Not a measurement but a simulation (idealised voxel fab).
process module | voxel transistor to metal
cross-section cut | 140 nm wide | cells 5 nm
A cross-section is a grid of square cells, given in bands from the top down. A band is one or more rows of cells.
Each band's line starts with the height of the band's top and of its bottom, in nm. Then come its materials from left to right, each with its width in nm. One material with "throughout" fills the band from edge to edge. "air" is empty space.
Height 0 is the level under which the wafer as received is all one material. The lowest band goes on downwards, as in "0 down".
A width such as "30 to 40" changes by the same amount from each row of cells to the next, from the band's top row to its bottom row.
"no change" after a step means that no cell of the cross-section changed.
closed voids: empty space of 8 cells or more with no open way to the top, each as width x height at its distance from the left edge, in nm
after a step's settings: what the simulator itself notes on the step
overlay nm, on a step with a mask: how far to the right of its planned place the mask lay; to the left if negative
Each pair below shows a cross-section before one step and the cross-section after it, down to the lowest band that changed. The line under each pair gives the step between them, with its settings. The pairs can come from different runs of this module on the same starting wafer, so a pair continues from the pair above only where its "before" says so.
before
  105 to 100: TiN 35 | air 5 | TiN 60 | air 5 | TiN 35
  100 to 75: lowk 30 | TiN 5 | air 5 | TiN 5 | lowk 50 | TiN 5 | air 5 | TiN 5 | lowk 30
  75 to 70: SiCN 30 | TiN 15 | SiCN 50 | TiN 15 | SiCN 30
  70 to 45: SiO2 30 | TiN 5 | Ru 5 | TiN 5 | SiO2 50 | TiN 5 | Ru 5 | TiN 5 | SiO2 30
  45 to 40: SiN 30 | TiN 15 | SiN 50 | TiN 15 | SiN 30
  40 to 30: SiO2 30 | TiN 5 | W 15 to 10 | TiN 5 to 10 | SiO2 30 | TiN 5 to 10 | W 15 to 10 | TiN 5 | SiO2 30
  30 to 15: SiO2 30 | TiN 5 | W 10 | TiN 5 | SiN 10 | SiCN 20 | SiN 10 | TiN 5 | W 10 | TiN 5 | SiO2 30
  15 to 10: SiO2 30 | TiN 5 | W 10 | TiN 5 | SiN 10 | polySi 20 | SiN 10 | TiN 5 | W 10 | TiN 5 | SiO2 30
  10 to 5: SiO2 30 | TiN 20 | SiN 10 | polySi 20 | SiN 10 | TiN 20 | SiO2 30
  5 to -5: SiO2 15 | SiN 10 | SiO2 5 | TiN 5 | nSi 15 | SiN 10 | polySi 20 | SiN 10 | nSi 15 | TiN 5 | SiO2 5 | SiN 10 | SiO2 15
  -5 to -10: SiO2 30 | TiN 5 | nSi 15 | SiO2 40 | nSi 15 | TiN 5 | SiO2 30
  -10 to -25: SiO2 35 | nSi 15 | Si 40 | nSi 15 | SiO2 35
  -25 to -50: SiO2 35 | Si 70 | SiO2 35
  -50 down: Si throughout
  closed voids: none
after
  115 to 105: Cu throughout
  105 to 100: TiN 35 | Cu 5 | TiN 60 | Cu 5 | TiN 35
  100 to 75: lowk 30 | TiN 5 | Cu 5 | TiN 5 | lowk 50 | TiN 5 | Cu 5 | TiN 5 | lowk 30
  below 75: unchanged
  closed voids: none
the step between: op FILL_DEP | material Cu | thk nm 10
before: the cross-section after the pair above
after
  100 to 75: lowk 30 | TiN 5 | Cu 5 | TiN 5 | lowk 50 | TiN 5 | Cu 5 | TiN 5 | lowk 30
  below 75: unchanged
  closed voids: none
the step between: op CMP | height nm 100
before: the cross-section after the pair above
after
  105 to 100: SiN throughout
  below 100: unchanged
  closed voids: none
the step between: op CONFORMAL_DEP | material SiN | thk nm 5
before
  70 to 45: SiO2 throughout
  45 to 40: SiN throughout
  40 to 30: SiO2 30 | TiN 5 | W 15 to 10 | TiN 5 to 10 | SiO2 30 | TiN 5 to 10 | W 15 to 10 | TiN 5 | SiO2 30
  30 to 15: SiO2 30 | TiN 5 | W 10 | TiN 5 | SiN 10 | SiCN 20 | SiN 10 | TiN 5 | W 10 | TiN 5 | SiO2 30
  15 to 10: SiO2 30 | TiN 5 | W 10 | TiN 5 | SiN 10 | polySi 20 | SiN 10 | TiN 5 | W 10 | TiN 5 | SiO2 30
  10 to 5: SiO2 30 | TiN 20 | SiN 10 | polySi 20 | SiN 10 | TiN 20 | SiO2 30
  5 to -5: SiO2 15 | SiN 10 | SiO2 5 | TiN 5 | nSi 15 | SiN 10 | polySi 20 | SiN 10 | nSi 15 | TiN 5 | SiO2 5 | SiN 10 | SiO2 15
  -5 to -10: SiO2 30 | TiN 5 | nSi 15 | SiO2 40 | nSi 15 | TiN 5 | SiO2 30
  -10 to -25: SiO2 25 | nSi 25 | Si 40 | nSi 25 | SiO2 25
  -25 to -40: SiO2 25 | Si 90 | SiO2 25
  -40 down: Si throughout
  closed voids: none
after
  70 to 45: SiO2 30 | air 20 | SiO2 45 | air 20 | SiO2 25
  below 45: unchanged
  closed voids: none
the step between: op MASKED_ETCH | tone open | mask id METAL_1 | width nm 20 | pitch nm 65 | etch materials SiO2 | depth nm 25 | overlay nm 0
before: the cross-section after the pair above
after
  70 to 45: SiO2 30 | air 20 | SiO2 45 | air 20 | SiO2 25
  45 to 40: SiN 30 | air 15 | SiN 50 | air 15 | SiN 30
  below 40: unchanged
  closed voids: none
the step between: op MASKED_ETCH | tone open | mask id METAL_1 | width nm 15 | pitch nm 65 | etch materials SiN | depth nm 5 | overlay nm 0
before: the cross-section after the pair above
after
  75 to 70: TiN 35 | air 10 | TiN 55 | air 10 | TiN 30
  70 to 50: SiO2 30 | TiN 5 | air 10 | TiN 5 | SiO2 45 | TiN 5 | air 10 | TiN 5 | SiO2 25
  50 to 45: SiO2 30 | TiN 5 | air 5 | TiN 10 | SiO2 45 | TiN 5 | air 5 | TiN 10 | SiO2 25
  45 to 40: SiN 30 | TiN 15 | SiN 50 | TiN 15 | SiN 30
  below 40: unchanged
  closed voids: none
the step between: op CONFORMAL_DEP | material TiN | thk nm 5
before: the cross-section after the pair above
after
  85 to 75: Ru throughout
  75 to 70: TiN 35 | Ru 10 | TiN 55 | Ru 10 | TiN 30
  70 to 50: SiO2 30 | TiN 5 | Ru 10 | TiN 5 | SiO2 45 | TiN 5 | Ru 10 | TiN 5 | SiO2 25
  50 to 45: SiO2 30 | TiN 5 | Ru 5 | TiN 10 | SiO2 45 | TiN 5 | Ru 5 | TiN 10 | SiO2 25
  below 45: unchanged
  closed voids: none
the step between: op FILL_DEP | material Ru | thk nm 10
before: the cross-section after the pair above
after
  70 to 50: SiO2 30 | TiN 5 | Ru 10 | TiN 5 | SiO2 45 | TiN 5 | Ru 10 | TiN 5 | SiO2 25
  below 50: unchanged
  closed voids: none
the step between: op CMP | height nm 70
before: the cross-section after the pair above
after
  75 to 70: SiCN throughout
  below 70: unchanged
  closed voids: none
the step between: op CONFORMAL_DEP | material SiCN | thk nm 5
before: the cross-section after the pair above
after
  100 to 75: lowk throughout
  below 75: unchanged
  closed voids: none
the step between: op DIRECTIONAL_DEP | material lowk | thk nm 25
before: the cross-section after the pair above
after
  115 to 100: resist 30 | air 15 | resist 50 | air 15 | resist 30
  below 100: unchanged
  closed voids: none
the step between: op PATTERN | tone open | mask id METAL_2 | material resist | width nm 15 | pitch nm 65 | thk nm 15 | overlay nm 0
before: the cross-section after the pair above
after
  115 to 100: resist 30 | air 15 | resist 50 | air 15 | resist 30
  100 to 85: lowk 30 | air 15 | lowk 50 | air 15 | lowk 30
  below 85: unchanged
  closed voids: none
the step between: op DIRECTIONAL_ETCH | etch materials lowk | depth nm 15
before: the cross-section after the pair above
after
  100 to 85: lowk 30 | air 15 | lowk 50 | air 15 | lowk 30
  below 85: unchanged
  closed voids: none
the step between: op STRIP | etch materials resist
before: the cross-section after the pair above
after
  120 to 100: resist 30 | air 15 | resist 50 | air 15 | resist 30
  below 100: unchanged
  closed voids: none
the step between: op PATTERN | tone open | mask id METAL_2_HOLES | material resist | width nm 15 | pitch nm 65 | thk nm 20 | overlay nm 0
before: the cross-section after the pair above
after
  120 to 100: resist 30 | air 15 | resist 50 | air 15 | resist 30
  100 to 75: lowk 30 | air 15 | lowk 50 | air 15 | lowk 30
  below 75: unchanged
  closed voids: none
the step between: op DIRECTIONAL_ETCH | etch materials lowk | depth nm 10
before: the cross-section after the pair above
after
  120 to 100: resist 30 | air 15 | resist 50 | air 15 | resist 30
  100 to 75: lowk 30 | air 15 | lowk 50 | air 15 | lowk 30
  75 to 70: SiCN 30 | air 15 | SiCN 50 | air 15 | SiCN 30
  below 70: unchanged
  closed voids: none
the step between: op DIRECTIONAL_ETCH | etch materials SiCN | depth nm 5
before: the cross-section after the pair above
after
  100 to 75: lowk 30 | air 15 | lowk 50 | air 15 | lowk 30
  below 75: unchanged
  closed voids: none
the step between: op STRIP | etch materials resist
before: the cross-section after the pair above
after
  105 to 100: TiN 35 | air 5 | TiN 60 | air 5 | TiN 35
  100 to 75: lowk 30 | TiN 5 | air 5 | TiN 5 | lowk 50 | TiN 5 | air 5 | TiN 5 | lowk 30
  75 to 70: SiCN 30 | TiN 15 | SiCN 50 | TiN 15 | SiCN 30
  below 70: unchanged
  closed voids: none
the step between: op CONFORMAL_DEP | material TiN | thk nm 5
before: the cross-section after the pair above
after
  115 to 105: Cu throughout
  105 to 100: TiN 35 | Cu 5 | TiN 60 | Cu 5 | TiN 35
  100 to 75: lowk 30 | TiN 5 | Cu 5 | TiN 5 | lowk 50 | TiN 5 | Cu 5 | TiN 5 | lowk 30
  below 75: unchanged
  closed voids: none
the step between: op FILL_DEP | material Cu | thk nm 10
before: the cross-section after the pair above
after
  100 to 75: lowk 30 | TiN 5 | Cu 5 | TiN 5 | lowk 50 | TiN 5 | Cu 5 | TiN 5 | lowk 30
  below 75: unchanged
  closed voids: none
the step between: op CMP | height nm 100
before: the cross-section after the pair above
after
  105 to 100: SiN throughout
  below 100: unchanged
  closed voids: none
the step between: op CONFORMAL_DEP | material SiN | thk nm 5
before
  15 to 0: SiN throughout
  0 to -5: SiO2 throughout
  -5 down: Si throughout
  closed voids: none
after
  30 to 15: air 25 | resist 100 | air 15
  below 15: unchanged
  closed voids: none
the step between: op PATTERN | tone cover | mask id ACTIVE | material resist | width nm 100 | thk nm 15 | overlay nm 5
before: the cross-section after the pair above
after
  30 to 15: air 25 | resist 100 | air 15
  15 to 0: air 25 | SiN 100 | air 15
  below 0: unchanged
  closed voids: none
the step between: op DIRECTIONAL_ETCH | etch materials SiN | depth nm 15
before: the cross-section after the pair above
after
  30 to 15: air 25 | resist 100 | air 15
  15 to 0: air 25 | SiN 100 | air 15
  0 to -5: air 25 | SiO2 100 | air 15
  below -5: unchanged
  closed voids: none
the step between: op DIRECTIONAL_ETCH | etch materials SiO2 | depth nm 5
before: the cross-section after the pair above
after
  30 to 15: air 25 | resist 100 | air 15
  15 to 0: air 25 | SiN 100 | air 15
  0 to -5: air 25 | SiO2 100 | air 15
  -5 to -35: air 25 | Si 100 | air 15
  below -35: unchanged
  closed voids: none
the step between: op DIRECTIONAL_ETCH | etch materials Si | depth nm 30
before: the cross-section after the pair above
after
  15 to 0: air 25 | SiN 100 | air 15
  below 0: unchanged
  closed voids: none
the step between: op STRIP | etch materials resist
before: the cross-section after the pair above
after
  15 to 0: air 25 | SiN 100 | air 15
  0 to -5: air 25 | SiO2 100 | air 15
  -5 to -35: air 25 | SiO2 5 | Si 90 | SiO2 5 | air 15
  -35 to -40: SiO2 30 | Si 90 | SiO2 20
  below -40: unchanged
  closed voids: none
the step between: op OXIDIZE | depth nm 5
before: the cross-section after the pair above
after
  25 to 15: SiO2 throughout
  15 to 0: SiO2 25 | SiN 100 | SiO2 15
  0 to -5: SiO2 throughout
  -5 to -40: SiO2 30 | Si 90 | SiO2 20
  below -40: unchanged
  closed voids: none
the step between: op FILL_DEP | material SiO2 | thk nm 10
before: the cross-section after the pair above
after
  15 to 0: SiO2 25 | SiN 100 | SiO2 15
  below 0: unchanged
  closed voids: none
the step between: op CMP | height nm 15
before: the cross-section after the pair above
after
  15 to 10: air 25 | SiN 100 | air 15
  below 10: unchanged
  closed voids: none
the step between: op SELECTIVE_ETCH | etch materials SiO2 | depth nm 5
before: the cross-section after the pair above
after
  10 to 0: SiO2 25 | air 100 | SiO2 15
  below 0: unchanged
  closed voids: none
the step between: op STRIP | etch materials SiN
before: the cross-section after the pair above
after
  5 to -5: SiO2 20 | air 110 | SiO2 10
  below -5: unchanged
  closed voids: none
the step between: op SELECTIVE_ETCH | etch materials SiO2 | depth nm 5
before: the cross-section after the pair above
after
  5 to -5: SiO2 20 | air 110 | SiO2 10
  -5 to -10: SiO2 throughout
  below -10: unchanged
  closed voids: none
the step between: op OXIDIZE | depth nm 5
before: the cross-section after the pair above
after
  25 to 15: polySi 20 | air 110 | polySi 10
  15 to 5: polySi throughout
  5 to -5: SiO2 20 | polySi 110 | SiO2 10
  below -5: unchanged
  closed voids: none
the step between: op DIRECTIONAL_DEP | material polySi | thk nm 20
before: the cross-section after the pair above
after
  40 to 30: SiCN 20 | air 110 | SiCN 10
  30 to 25: SiCN throughout
  25 to 15: polySi 20 | SiCN 110 | polySi 10
  below 15: unchanged
  closed voids: none
the step between: op DIRECTIONAL_DEP | material SiCN | thk nm 15
before: the cross-section after the pair above
after
  55 to 45: aC 20 | air 110 | aC 10
  45 to 40: aC throughout
  40 to 30: SiCN 20 | aC 110 | SiCN 10
  below 30: unchanged
  closed voids: none
the step between: op DIRECTIONAL_DEP | material aC | thk nm 15
before: the cross-section after the pair above
after
  90 to 55: air 60 | resist 20 | air 60
  55 to 45: aC 20 | air 40 | resist 20 | air 50 | aC 10
  below 45: unchanged
  closed voids: none
the step between: op PATTERN | tone cover | mask id GATE | material resist | width nm 20 | thk nm 35 | overlay nm 0
before: the cross-section after the pair above
after
  75 to 45: air 60 | resist 20 | air 60
  45 to 40: air 60 | aC 20 | air 60
  40 to 30: SiCN 20 | air 40 | aC 20 | air 50 | SiCN 10
  below 30: unchanged
  closed voids: none
the step between: op DIRECTIONAL_ETCH | etch materials aC | depth nm 15
before: the cross-section after the pair above
after
  45 to 40: air 60 | aC 20 | air 60
  below 40: unchanged
  closed voids: none
the step between: op STRIP | etch materials resist
before: the cross-section after the pair above
after
  45 to 30: air 60 | aC 20 | air 60
  30 to 25: air 60 | SiCN 20 | air 60
  25 to 15: polySi 20 | air 40 | SiCN 20 | air 50 | polySi 10
  below 15: unchanged
  closed voids: none
the step between: op DIRECTIONAL_ETCH | etch materials SiCN | depth nm 25
before: the cross-section after the pair above
after
  45 to 30: air 60 | aC 20 | air 60
  30 to 15: air 60 | SiCN 20 | air 60
  15 to 5: air 60 | polySi 20 | air 60
  5 to -5: SiO2 20 | air 40 | polySi 20 | air 50 | SiO2 10
  below -5: unchanged
  closed voids: none
the step between: op DIRECTIONAL_ETCH | etch materials polySi | depth nm 30
before: the cross-section after the pair above
after
  30 to 15: air 60 | SiCN 20 | air 60
  below 15: unchanged
  closed voids: none
the step between: op STRIP | etch materials aC
before: the cross-section after the pair above
after
  40 to 30: air 50 | SiN 40 | air 50
  30 to 15: air 50 | SiN 10 | SiCN 20 | SiN 10 | air 50
  15 to 5: SiN 30 | air 20 | SiN 10 | polySi 20 | SiN 10 | air 30 | SiN 20
  5 to -5: SiO2 20 | SiN 40 | polySi 20 | SiN 50 | SiO2 10
  below -5: unchanged
  closed voids: none
the step between: op CONFORMAL_DEP | material SiN | thk nm 10
before: the cross-section after the pair above
after
  30 to 15: air 50 | SiN 10 | SiCN 20 | SiN 10 | air 50
  15 to 5: air 50 | SiN 10 | polySi 20 | SiN 10 | air 50
  5 to -5: SiO2 20 | SiN 10 | air 20 | SiN 10 | polySi 20 | SiN 10 | air 30 | SiN 10 | SiO2 10
  below -5: unchanged
  closed voids: none
the step between: op DIRECTIONAL_ETCH | etch materials SiN | depth nm 10
before: the cross-section after the pair above
after
  30 to 15: air 50 | SiN 10 | SiCN 20 | SiN 10 | air 50
  15 to 5: air 50 | SiN 10 | polySi 20 | SiN 10 | air 50
  5 to 0: air 20 | SiN 10 | air 20 | SiN 10 | polySi 20 | SiN 10 | air 30 | SiN 10 | air 10
  0 to -5: SiO2 20 | SiN 10 | air 20 | SiN 10 | polySi 20 | SiN 10 | air 30 | SiN 10 | SiO2 10
  -5 to -10: SiO2 30 | air 20 | SiO2 40 | air 30 | SiO2 20
  below -10: unchanged
  closed voids: none
the step between: op DIRECTIONAL_ETCH | etch materials SiO2 | depth nm 5
before: the cross-section after the pair above
after
  30 to 15: air 50 | SiN 10 | SiCN 20 | SiN 10 | air 50
  15 to 5: air 50 | SiN 10 | polySi 20 | SiN 10 | air 50
  5 to 0: air 20 | SiN 10 | air 20 | SiN 10 | polySi 20 | SiN 10 | air 30 | SiN 10 | air 10
  0 to -5: SiO2 20 | SiN 10 | air 20 | SiN 10 | polySi 20 | SiN 10 | air 30 | SiN 10 | SiO2 10
  -5 to -10: SiO2 30 | air 20 | SiO2 40 | air 30 | SiO2 20
  -10 to -25: SiO2 30 | air 20 | Si 40 | air 30 | SiO2 20
  below -25: unchanged
  closed voids: none
the step between: op DIRECTIONAL_ETCH | etch materials Si | depth nm 15
before: the cross-section after the pair above
after
  30 to 15: air 50 | SiN 10 | SiCN 20 | SiN 10 | air 50
  15 to 5: air 50 | SiN 10 | polySi 20 | SiN 10 | air 50
  5 to 0: air 20 | SiN 10 | air 5 | nSi 15 | SiN 10 | polySi 20 | SiN 10 | nSi 15 | air 15 | SiN 10 | air 10
  0 to -5: SiO2 20 | SiN 10 | air 5 | nSi 15 | SiN 10 | polySi 20 | SiN 10 | nSi 15 | air 15 | SiN 10 | SiO2 10
  -5 to -10: SiO2 30 | air 5 | nSi 15 | SiO2 40 | nSi 15 | air 15 | SiO2 20
  -10 to -25: SiO2 30 | nSi 20 | Si 40 | nSi 30 | SiO2 20
  below -25: unchanged
  closed voids: none
the step between: op EPI | material nSi | thk nm 15
before: the cross-section after the pair above
after
  40 to 30: SiO2 throughout
  30 to 15: SiO2 50 | SiN 10 | SiCN 20 | SiN 10 | SiO2 50
  15 to 5: SiO2 50 | SiN 10 | polySi 20 | SiN 10 | SiO2 50
  5 to -5: SiO2 20 | SiN 10 | SiO2 5 | nSi 15 | SiN 10 | polySi 20 | SiN 10 | nSi 15 | SiO2 15 | SiN 10 | SiO2 10
  -5 to -10: SiO2 35 | nSi 15 | SiO2 40 | nSi 15 | SiO2 35
  below -10: unchanged
  closed voids: none
the step between: op FILL_DEP | material SiO2 | thk nm 10
before: the cross-section after the pair above
after
  30 to 15: SiO2 50 | SiN 10 | SiCN 20 | SiN 10 | SiO2 50
  below 15: unchanged
  closed voids: none
the step between: op CMP | height nm 30
before: the cross-section after the pair above
after
  40 to 30: SiO2 throughout
  below 30: unchanged
  closed voids: none
the step between: op DIRECTIONAL_DEP | material SiO2 | thk nm 10
before: the cross-section after the pair above
after
  55 to 40: aC throughout
  below 40: unchanged
  closed voids: none
the step between: op DIRECTIONAL_DEP | material aC | thk nm 15
before: the cross-section after the pair above
after
  90 to 55: resist 30 | air 25 | resist 30 | air 25 | resist 30
  below 55: unchanged
  closed voids: none
the step between: op PATTERN | tone open | mask id CONTACT | material resist | width nm 25 | pitch nm 55 | thk nm 35 | overlay nm 0
before: the cross-section after the pair above
after
  75 to 55: resist 30 | air 25 | resist 30 | air 25 | resist 30
  55 to 40: aC 30 | air 25 | aC 30 | air 25 | aC 30
  below 40: unchanged
  closed voids: none
the step between: op DIRECTIONAL_ETCH | etch materials aC | depth nm 15
before: the cross-section after the pair above
after
  55 to 40: aC 30 | air 25 | aC 30 | air 25 | aC 30
  below 40: unchanged
  closed voids: none
the step between: op STRIP | etch materials resist
before: the cross-section after the pair above
after
  55 to 40: aC 30 | air 25 | aC 30 | air 25 | aC 30
  40 to 30: SiO2 30 | air 25 | SiO2 30 | air 25 | SiO2 30
  30 to 15: SiO2 30 | air 20 | SiN 10 | SiCN 20 | SiN 10 | air 20 | SiO2 30
  15 to 5: SiO2 30 | air 20 | SiN 10 | polySi 20 | SiN 10 | air 20 | SiO2 30
  5 to -5: SiO2 20 | SiN 10 | air 5 | nSi 15 | SiN 10 | polySi 20 | SiN 10 | nSi 15 | air 5 | SiO2 10 | SiN 10 | SiO2 10
  -5 to -10: SiO2 30 | air 5 | nSi 15 | SiO2 40 | nSi 15 | air 5 | SiO2 30
  below -10: unchanged
  closed voids: none
the step between: op DIRECTIONAL_ETCH | etch materials SiO2 | depth nm 50
before: the cross-section after the pair above
after
  40 to 30: SiO2 30 | air 25 | SiO2 30 | air 25 | SiO2 30
  below 30: unchanged
  closed voids: none
the step between: op STRIP | etch materials aC
before: the cross-section after the pair above
after
  45 to 40: TiN 35 | air 15 | TiN 40 | air 15 | TiN 35
  40 to 30: SiO2 30 | TiN 5 | air 15 to 10 | TiN 5 to 10 | SiO2 30 | TiN 5 to 10 | air 15 to 10 | TiN 5 | SiO2 30
  30 to 15: SiO2 30 | TiN 5 | air 10 | TiN 5 | SiN 10 | SiCN 20 | SiN 10 | TiN 5 | air 10 | TiN 5 | SiO2 30
  15 to 10: SiO2 30 | TiN 5 | air 10 | TiN 5 | SiN 10 | polySi 20 | SiN 10 | TiN 5 | air 10 | TiN 5 | SiO2 30
  10 to 5: SiO2 30 | TiN 20 | SiN 10 | polySi 20 | SiN 10 | TiN 20 | SiO2 30
  5 to -5: SiO2 20 | SiN 10 | TiN 5 | nSi 15 | SiN 10 | polySi 20 | SiN 10 | nSi 15 | TiN 5 | SiO2 10 | SiN 10 | SiO2 10
  -5 to -10: SiO2 30 | TiN 5 | nSi 15 | SiO2 40 | nSi 15 | TiN 5 | SiO2 30
  below -10: unchanged
  closed voids: none
the step between: op CONFORMAL_DEP | material TiN | thk nm 5
before: the cross-section after the pair above
after
  55 to 45: W throughout
  45 to 40: TiN 35 | W 15 | TiN 40 | W 15 | TiN 35
  40 to 30: SiO2 30 | TiN 5 | W 15 to 10 | TiN 5 to 10 | SiO2 30 | TiN 5 to 10 | W 15 to 10 | TiN 5 | SiO2 30
  30 to 15: SiO2 30 | TiN 5 | W 10 | TiN 5 | SiN 10 | SiCN 20 | SiN 10 | TiN 5 | W 10 | TiN 5 | SiO2 30
  15 to 10: SiO2 30 | TiN 5 | W 10 | TiN 5 | SiN 10 | polySi 20 | SiN 10 | TiN 5 | W 10 | TiN 5 | SiO2 30
  below 10: unchanged
  closed voids: none
the step between: op FILL_DEP | material W | thk nm 10
before: the cross-section after the pair above
after
  40 to 30: SiO2 30 | TiN 5 | W 15 to 10 | TiN 5 to 10 | SiO2 30 | TiN 5 to 10 | W 15 to 10 | TiN 5 | SiO2 30
  below 30: unchanged
  closed voids: none
the step between: op CMP | height nm 40
before: the cross-section after the pair above
after
  45 to 40: SiN throughout
  below 40: unchanged
  closed voids: none
the step between: op CONFORMAL_DEP | material SiN | thk nm 5
before: the cross-section after the pair above
after
  70 to 45: SiO2 throughout
  below 45: unchanged
  closed voids: none
the step between: op DIRECTIONAL_DEP | material SiO2 | thk nm 25
before: the cross-section after the pair above
after
  70 to 45: SiO2 30 | air 15 | SiO2 50 | air 15 | SiO2 30
  below 45: unchanged
  closed voids: none
the step between: op MASKED_ETCH | tone open | mask id METAL_1 | width nm 15 | pitch nm 65 | etch materials SiO2 | depth nm 25 | overlay nm 0
before: the cross-section after the pair above
after
  70 to 45: SiO2 30 | air 15 | SiO2 50 | air 15 | SiO2 30
  45 to 40: SiN 30 | air 15 | SiN 50 | air 15 | SiN 30
  below 40: unchanged
  closed voids: none
the step between: op MASKED_ETCH | tone open | mask id METAL_1 | width nm 15 | pitch nm 65 | etch materials SiN | depth nm 5 | overlay nm 0
before: the cross-section after the pair above
after
  75 to 70: TiN 35 | air 5 | TiN 60 | air 5 | TiN 35
  70 to 45: SiO2 30 | TiN 5 | air 5 | TiN 5 | SiO2 50 | TiN 5 | air 5 | TiN 5 | SiO2 30
  45 to 40: SiN 30 | TiN 15 | SiN 50 | TiN 15 | SiN 30
  below 40: unchanged
  closed voids: none
the step between: op CONFORMAL_DEP | material TiN | thk nm 5
before: the cross-section after the pair above
after
  85 to 75: Ru throughout
  75 to 70: TiN 35 | Ru 5 | TiN 60 | Ru 5 | TiN 35
  70 to 45: SiO2 30 | TiN 5 | Ru 5 | TiN 5 | SiO2 50 | TiN 5 | Ru 5 | TiN 5 | SiO2 30
  below 45: unchanged
  closed voids: none
the step between: op FILL_DEP | material Ru | thk nm 10
before: the cross-section after the pair above
after
  70 to 45: SiO2 30 | TiN 5 | Ru 5 | TiN 5 | SiO2 50 | TiN 5 | Ru 5 | TiN 5 | SiO2 30
  below 45: unchanged
  closed voids: none
the step between: op CMP | height nm 70
before: the cross-section after the pair above
after
  75 to 70: SiCN throughout
  below 70: unchanged
  closed voids: none
the step between: op CONFORMAL_DEP | material SiCN | thk nm 5
before: the cross-section after the pair above
after
  100 to 75: lowk throughout
  below 75: unchanged
  closed voids: none
the step between: op DIRECTIONAL_DEP | material lowk | thk nm 25
before: the cross-section after the pair above
after
  115 to 100: resist 30 | air 15 | resist 50 | air 15 | resist 30
  below 100: unchanged
  closed voids: none
the step between: op PATTERN | tone open | mask id METAL_2 | material resist | width nm 15 | pitch nm 65 | thk nm 15 | overlay nm 0
before: the cross-section after the pair above
after
  115 to 100: resist 30 | air 15 | resist 50 | air 15 | resist 30
  100 to 85: lowk 30 | air 15 | lowk 50 | air 15 | lowk 30
  below 85: unchanged
  closed voids: none
the step between: op DIRECTIONAL_ETCH | etch materials lowk | depth nm 15
before: the cross-section after the pair above
after
  100 to 85: lowk 30 | air 15 | lowk 50 | air 15 | lowk 30
  below 85: unchanged
  closed voids: none
the step between: op STRIP | etch materials resist
before: the cross-section after the pair above
after
  120 to 100: resist 30 | air 15 | resist 50 | air 15 | resist 30
  below 100: unchanged
  closed voids: none
the step between: op PATTERN | tone open | mask id METAL_2_HOLES | material resist | width nm 15 | pitch nm 65 | thk nm 20 | overlay nm 0
before: the cross-section after the pair above
after
  120 to 100: resist 30 | air 15 | resist 50 | air 15 | resist 30
  100 to 75: lowk 30 | air 15 | lowk 50 | air 15 | lowk 30
  below 75: unchanged
  closed voids: none
the step between: op DIRECTIONAL_ETCH | etch materials lowk | depth nm 10
before: the cross-section after the pair above
after
  120 to 100: resist 30 | air 15 | resist 50 | air 15 | resist 30
  100 to 75: lowk 30 | air 15 | lowk 50 | air 15 | lowk 30
  75 to 70: SiCN 30 | air 15 | SiCN 50 | air 15 | SiCN 30
  below 70: unchanged
  closed voids: none
the step between: op DIRECTIONAL_ETCH | etch materials SiCN | depth nm 5
before: the cross-section after the pair above
after
  100 to 75: lowk 30 | air 15 | lowk 50 | air 15 | lowk 30
  below 75: unchanged
  closed voids: none
the step between: op STRIP | etch materials resist
before: the cross-section after the pair above
after
  105 to 100: TiN 35 | air 5 | TiN 60 | air 5 | TiN 35
  100 to 75: lowk 30 | TiN 5 | air 5 | TiN 5 | lowk 50 | TiN 5 | air 5 | TiN 5 | lowk 30
  75 to 70: SiCN 30 | TiN 15 | SiCN 50 | TiN 15 | SiCN 30
  below 70: unchanged
  closed voids: none
the step between: op CONFORMAL_DEP | material TiN | thk nm 5
before: the cross-section after the pair above
after
  115 to 105: Cu throughout
  105 to 100: TiN 35 | Cu 5 | TiN 60 | Cu 5 | TiN 35
  100 to 75: lowk 30 | TiN 5 | Cu 5 | TiN 5 | lowk 50 | TiN 5 | Cu 5 | TiN 5 | lowk 30
  below 75: unchanged
  closed voids: none
the step between: op FILL_DEP | material Cu | thk nm 10
before: the cross-section after the pair above
after
  100 to 75: lowk 30 | TiN 5 | Cu 5 | TiN 5 | lowk 50 | TiN 5 | Cu 5 | TiN 5 | lowk 30
  below 75: unchanged
  closed voids: none
the step between: op CMP | height nm 100
before: the cross-section after the pair above
after
  105 to 100: SiN throughout
  below 100: unchanged
  closed voids: none
the step between: op CONFORMAL_DEP | material SiN | thk nm 5
before
  70 to 45: SiO2 30 | TiN 5 | Ru 5 | TiN 5 | SiO2 50 | TiN 5 | Ru 5 | TiN 5 | SiO2 30
  45 to 40: SiN 30 | TiN 15 | SiN 50 | TiN 15 | SiN 30
  40 to 30: SiO2 30 | TiN 5 | W 15 to 10 | TiN 5 to 10 | SiO2 30 | TiN 5 to 10 | W 15 to 10 | TiN 5 | SiO2 30
  30 to 15: SiO2 30 | TiN 5 | W 10 | TiN 5 | SiN 10 | SiCN 20 | SiN 10 | TiN 5 | W 10 | TiN 5 | SiO2 30
  15 to 10: SiO2 30 | TiN 5 | W 10 | TiN 5 | SiN 10 | polySi 20 | SiN 10 | TiN 5 | W 10 | TiN 5 | SiO2 30
  10 to 5: SiO2 30 | TiN 20 | SiN 10 | polySi 20 | SiN 10 | TiN 20 | SiO2 30
  5 to -5: SiO2 15 | SiN 10 | SiO2 5 | TiN 5 | nSi 15 | SiN 10 | polySi 20 | SiN 10 | nSi 15 | TiN 5 | SiO2 5 | SiN 10 | SiO2 15
  -5 to -10: SiO2 30 | TiN 5 | nSi 15 | SiO2 40 | nSi 15 | TiN 5 | SiO2 30
  -10 to -25: SiO2 25 | nSi 25 | Si 40 | nSi 25 | SiO2 25
  -25 to -40: SiO2 25 | Si 90 | SiO2 25
  -40 down: Si throughout
  closed voids: none
after
  75 to 70: TiN throughout
  below 70: unchanged
  closed voids: none
the step between: op CONFORMAL_DEP | material TiN | thk nm 5
before: the cross-section after the pair above
after
  100 to 75: lowk throughout
  below 75: unchanged
  closed voids: none
the step between: op DIRECTIONAL_DEP | material lowk | thk nm 25
before: the cross-section after the pair above
after
  115 to 100: resist 30 | air 15 | resist 50 | air 15 | resist 30
  below 100: unchanged
  closed voids: none
the step between: op PATTERN | tone open | mask id METAL_2 | material resist | width nm 15 | pitch nm 65 | thk nm 15 | overlay nm 0
before: the cross-section after the pair above
after
  115 to 100: resist 30 | air 15 | resist 50 | air 15 | resist 30
  100 to 85: lowk 30 | air 15 | lowk 50 | air 15 | lowk 30
  below 85: unchanged
  closed voids: none
the step between: op DIRECTIONAL_ETCH | etch materials lowk | depth nm 15
before: the cross-section after the pair above
after
  100 to 85: lowk 30 | air 15 | lowk 50 | air 15 | lowk 30
  below 85: unchanged
  closed voids: none
the step between: op STRIP | etch materials resist
before: the cross-section after the pair above
after
  120 to 100: resist 30 | air 15 | resist 50 | air 15 | resist 30
  below 100: unchanged
  closed voids: none
the step between: op PATTERN | tone open | mask id METAL_2_HOLES | material resist | width nm 15 | pitch nm 65 | thk nm 20 | overlay nm 0
